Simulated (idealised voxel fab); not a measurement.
process module | voxel double patterning
cross-section cut | 235 nm wide | cells 5 nm
A cross-section is a grid of square cells, given in bands from the top down. A band is one or more rows of cells.
Each band's line starts with the height of the band's top and of its bottom, in nm. Then come its materials from left to right, each with its width in nm. One material with "throughout" fills the band from edge to edge. "air" is empty space.
Height 0 is the level under which the wafer as received is all one material. The lowest band goes on downwards, as in "0 down".
A width such as "30 to 40" changes by the same amount from each row of cells to the next, from the band's top row to its bottom row.
"no change" after a step means that no cell of the cross-section changed.
closed voids: empty space of 8 cells or more with no open way to the top, each as width x height at its distance from the left edge, in nm
after a step's settings: what the simulator itself notes on the step
overlay nm, on a step with a mask: how far to the right of its planned place the mask lay; to the left if negative
plan
1 op RECEIVE | material Si
2 op CONFORMAL_DEP | material SiO2 | thk nm 10
3 op DIRECTIONAL_DEP | material W | thk nm 15
4 op DIRECTIONAL_DEP | material SiN | thk nm 10
5 op DIRECTIONAL_DEP | material aC | thk nm 15
6 op PATTERN | tone open | mask id FIRST | material resist | width nm 15 | pitch nm 50 | thk nm 35 | overlay nm 0
7 op DIRECTIONAL_ETCH | etch materials aC | depth nm 15
8 op STRIP | etch materials resist
9 op DIRECTIONAL_ETCH | etch materials SiN | depth nm 10
10 op STRIP | etch materials aC
11 op PATTERN | tone open | mask id SECOND | material resist | width nm 15 | pitch nm 50 | thk nm 15 | overlay nm 0
12 op DIRECTIONAL_ETCH | etch materials SiN | depth nm 10
13 op STRIP | etch materials resist
14 op DIRECTIONAL_ETCH | etch materials W | depth nm 15
15 op STRIP | etch materials SiN
as received, after step 1
  0 down: Si throughout
  closed voids: none
first wafer at the end, as planned
  25 to 10: W 60 | air 15 | W 10 | air 15 | W 10 | air 15 | W 10 | air 15 | W 10 | air 15 | W 60
  10 to 0: SiO2 throughout
  0 down: Si throughout
  closed voids: none
second wafer at the end: like start, like plan, one mistake
  25 to 15: W 60 | air 15 | W 10 | air 15 | W 10 | air 15 | W 10 | air 15 | W 10 | air 15 | W 60
  15 to 10: W throughout
  10 to 0: SiO2 throughout
  0 down: Si throughout
  closed voids: none
what went wrong: step 14 ran as: op DIRECTIONAL_ETCH | etch materials W | depth nm 10
at the end the second wafer has, in cells: 15 more of W
